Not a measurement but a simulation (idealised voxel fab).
Proc. module: voxel capacitor over wiring
Cross-section cut spans 230 nm and uses square cells 5 nm in size.
Bands, listed from the top down, are how a cross-section gets written in this document; the cross-section itself is a grid of square cells, and a band is one or more rows of them.
A band entry consists of two parts. The first gives the height of the band's top and the height of its bottom, in nm. The rest lists the band's materials from left to right, each with its width in nm. A single material labelled with the word "all across" fills the band from edge to edge, and the word "blank" marks empty space.
Height 0 is the level under which the wafer as received is all one material. The lowest band goes on downwards, as in "z 0 and below".
Per-row width for "30 to 40": begins at first number (top row of band), ends at second number (bottom row), increment between rows held constant.
"stayed the same" (step): cross-section cells unchanged, all of them.
Empty spaces without an open route to the top, at least 8 cells in extent, make up the entry "Closed void roster"; each is given as width x height at distance, where the distance is measured from the left edge, and all are in nm.
Post-settings text on a step line: simulator's own remark regarding the step.
overlay nm: mask offset rightward from planned place, masked step; negative means leftward offset.

[The following list gives the planned process steps]
1: RECEIVE [material Si]
2: CONFORMAL_DEP [material SiO2] [thk nm 10]
3: CONFORMAL_DEP [material SiCN] [thk nm 5]
4: DIRECTIONAL_DEP [material lowk] [thk nm 20]
5: MASKED_ETCH [tone open] [mask id METAL_1] [width nm 30] [pitch nm 90] [etch materials lowk] [depth nm 20] [overlay nm 0]
6: MASKED_ETCH [tone open] [mask id METAL_1] [width nm 30] [pitch nm 90] [etch materials SiCN] [depth nm 5] [overlay nm 0]
7: CONFORMAL_DEP [material TiN] [thk nm 5]
8: FILL_DEP [material W] [thk nm 10]
9: CMP [height nm 35]
10: EPI [material Ru] [thk nm 5]
11: FILL_DEP [material SiCN] [thk nm 5]
12: DIRECTIONAL_DEP [material SiO2] [thk nm 15]
13: MASKED_ETCH [tone open] [mask id PLUG_1] [width nm 15] [etch materials SiO2] [depth nm 15] [overlay nm 0]
14: MASKED_ETCH [tone open] [mask id PLUG_1] [width nm 15] [etch materials SiCN] [depth nm 5] [overlay nm 0]
15: EPI [material Ru] [thk nm 10]
16: EPI [material Ru] [thk nm 10]
17: DIRECTIONAL_DEP [material TiN] [thk nm 5]
18: DIRECTIONAL_DEP [material SiN] [thk nm 5]
19: DIRECTIONAL_DEP [material TiN] [thk nm 5]
20: PATTERN [tone cover] [mask id UPPER_PLATE] [material resist] [width nm 65] [thk nm 15] [overlay nm 0]
21: DIRECTIONAL_ETCH [etch materials TiN] [depth nm 5]
22: DIRECTIONAL_ETCH [etch materials SiN] [depth nm 5]
23: STRIP [etch materials resist]
24: MASKED_ETCH [tone cover] [mask id LOWER_PLATE] [width nm 75] [etch materials TiN] [depth nm 5] [overlay nm 0]
25: FILL_DEP [material SiO2] [thk nm 20]
26: CMP [height nm 90]
27: PATTERN [tone open] [mask id PLUG_2] [material resist] [width nm 15] [thk nm 20] [overlay nm 0]
28: DIRECTIONAL_ETCH [etch materials SiO2] [depth nm 15]
29: STRIP [etch materials resist]
30: CONFORMAL_DEP [material TiN] [thk nm 5]
31: FILL_DEP [material Ru] [thk nm 10]
32: CMP [height nm 90]
33: CONFORMAL_DEP [material SiN] [thk nm 5]

[First of two wafers: run as planned]

[Cross-section of the wafer at receipt, which is the condition after step 1]
	z 0 and below  Si all across
	Closed void roster: none

[After step 2: wafer cross-section]
	z 10 to 0  SiO2 all across
	All layers under 0 are left as they were.

[After step 3: wafer cross-section]
	z 15 to 10  SiCN all across
	All layers under 10 are left as they were.

[After step 4: wafer cross-section]
	z 35 to 15  lowk all across
	All layers under 15 are left as they were.

[After step 5: wafer cross-section]
	z 35 to 15  lowk: 55  blank: 30  lowk: 60  blank: 30  lowk: 55
	All layers under 15 are left as they were.

[After step 6: wafer cross-section]
	z 35 to 15  lowk: 55  blank: 30  lowk: 60  blank: 30  lowk: 55
	z 15 to 10  SiCN: 55  blank: 30  SiCN: 60  blank: 30  SiCN: 55
	All layers under 10 are left as they were.

[After step 7: wafer cross-section]
	z 40 to 35  TiN: 60  blank: 20  TiN: 70  blank: 20  TiN: 60
	z 35 to 15  lowk: 55  TiN: 5  blank: 20  TiN: 5  lowk: 60  TiN: 5  blank: 20  TiN: 5  lowk: 55
	z 15 to 10  SiCN: 55  TiN: 30  SiCN: 60  TiN: 30  SiCN: 55
	All layers under 10 are left as they were.

[After step 8: wafer cross-section]
	z 50 to 40  W all across
	z 40 to 35  TiN: 60  W: 20  TiN: 70  W: 20  TiN: 60
	z 35 to 15  lowk: 55  TiN: 5  W: 20  TiN: 5  lowk: 60  TiN: 5  W: 20  TiN: 5  lowk: 55
	All layers under 15 are left as they were.

[After step 9: wafer cross-section]
	z 35 to 15  lowk: 55  TiN: 5  W: 20  TiN: 5  lowk: 60  TiN: 5  W: 20  TiN: 5  lowk: 55
	All layers under 15 are left as they were.

[After step 10: wafer cross-section]
	z 40 to 35  blank: 50  Ru: 40  blank: 50  Ru: 40  blank: 50
	All layers under 35 are left as they were.

[After step 11: wafer cross-section]
	z 45 to 40  SiCN all across
	z 40 to 35  SiCN: 50  Ru: 40  SiCN: 50  Ru: 40  SiCN: 50
	All layers under 35 are left as they were.

[After step 12: wafer cross-section]
	z 60 to 45  SiO2 all across
	All layers under 45 are left as they were.

[After step 13: wafer cross-section]
	z 60 to 45  SiO2: 70  blank: 15  SiO2: 145
	All layers under 45 are left as they were.

[After step 14: wafer cross-section]
	z 60 to 45  SiO2: 70  blank: 15  SiO2: 145
	z 45 to 40  SiCN: 70  blank: 15  SiCN: 145
	All layers under 40 are left as they were.

[After step 15: wafer cross-section]
	z 60 to 50  SiO2: 70  blank: 15  SiO2: 145
	z 50 to 45  SiO2: 70  Ru: 15  SiO2: 145
	z 45 to 40  SiCN: 70  Ru: 15  SiCN: 145
	All layers under 40 are left as they were.

[After step 16: wafer cross-section]
	z 60 to 45  SiO2: 70  Ru: 15  SiO2: 145
	All layers under 45 are left as they were.

[After step 17: wafer cross-section]
	z 65 to 60  TiN all across
	All layers under 60 are left as they were.

[After step 18: wafer cross-section]
	z 70 to 65  SiN all across
	All layers under 65 are left as they were.

[After step 19: wafer cross-section]
	z 75 to 70  TiN all across
	All layers under 70 are left as they were.

[After step 20: wafer cross-section]
	z 90 to 75  blank: 70  resist: 65  blank: 95
	All layers under 75 are left as they were.

[After step 21: wafer cross-section]
	z 90 to 75  blank: 70  resist: 65  blank: 95
	z 75 to 70  blank: 70  TiN: 65  blank: 95
	All layers under 70 are left as they were.

[After step 22: wafer cross-section]
	z 90 to 75  blank: 70  resist: 65  blank: 95
	z 75 to 70  blank: 70  TiN: 65  blank: 95
	z 70 to 65  blank: 70  SiN: 65  blank: 95
	All layers under 65 are left as they were.

[After step 23: wafer cross-section]
	z 75 to 70  blank: 70  TiN: 65  blank: 95
	All layers under 70 are left as they were.

[After step 24: wafer cross-section]
	z 75 to 70  blank: 70  TiN: 65  blank: 95
	z 70 to 65  blank: 70  SiN: 65  blank: 95
	z 65 to 60  blank: 65  TiN: 75  blank: 90
	All layers under 60 are left as they were.

[After step 25: wafer cross-section]
	z 95 to 75  SiO2 all across
	z 75 to 70  SiO2: 70  TiN: 65  SiO2: 95
	z 70 to 65  SiO2: 70  SiN: 65  SiO2: 95
	z 65 to 60  SiO2: 65  TiN: 75  SiO2: 90
	All layers under 60 are left as they were.

[After step 26: wafer cross-section]
	z 90 to 75  SiO2 all across
	All layers under 75 are left as they were.

[After step 27: wafer cross-section]
	z 110 to 90  resist: 80  blank: 15  resist: 135
	All layers under 90 are left as they were.

[After step 28: wafer cross-section]
	z 110 to 90  resist: 80  blank: 15  resist: 135
	z 90 to 75  SiO2: 80  blank: 15  SiO2: 135
	All layers under 75 are left as they were.

[After step 29: wafer cross-section]
	z 90 to 75  SiO2: 80  blank: 15  SiO2: 135
	All layers under 75 are left as they were.

[After step 30: wafer cross-section]
	z 95 to 90  TiN: 85  blank: 5  TiN: 140
	z 90 to 80  SiO2: 80  TiN: 5  blank: 5  TiN: 5  SiO2: 135
	z 80 to 70  SiO2: 80 to 70  TiN: 15 to 65  SiO2: 135 to 95
	All layers under 70 are left as they were.

[After step 31: wafer cross-section]
	z 105 to 95  Ru all across
	z 95 to 90  TiN: 85  Ru: 5  TiN: 140
	z 90 to 80  SiO2: 80  TiN: 5  Ru: 5  TiN: 5  SiO2: 135
	All layers under 80 are left as they were.

[After step 32: wafer cross-section]
	z 90 to 80  SiO2: 80  TiN: 5  Ru: 5  TiN: 5  SiO2: 135
	All layers under 80 are left as they were.

[After step 33: wafer cross-section]
	z 95 to 90  SiN all across
	All layers under 90 are left as they were.

[Companion wafer, the second of two: same beginning, same intended sequence, one mistake in carrying it out; through step 32 inclusive it tracks the first exactly]

[Second wafer, cut view, end of step 33 per plan]
	z 95 to 90  TiN all across
	All layers under 90 are left as they were.
Where did the run depart from the plan? the process deviated at step 33: the operation and settings actually run there were CONFORMAL_DEP [material TiN] [thk nm 5]
End check, counted in cells, second wafer has more or fewer of these materials than the first: SiN -46; TiN +46
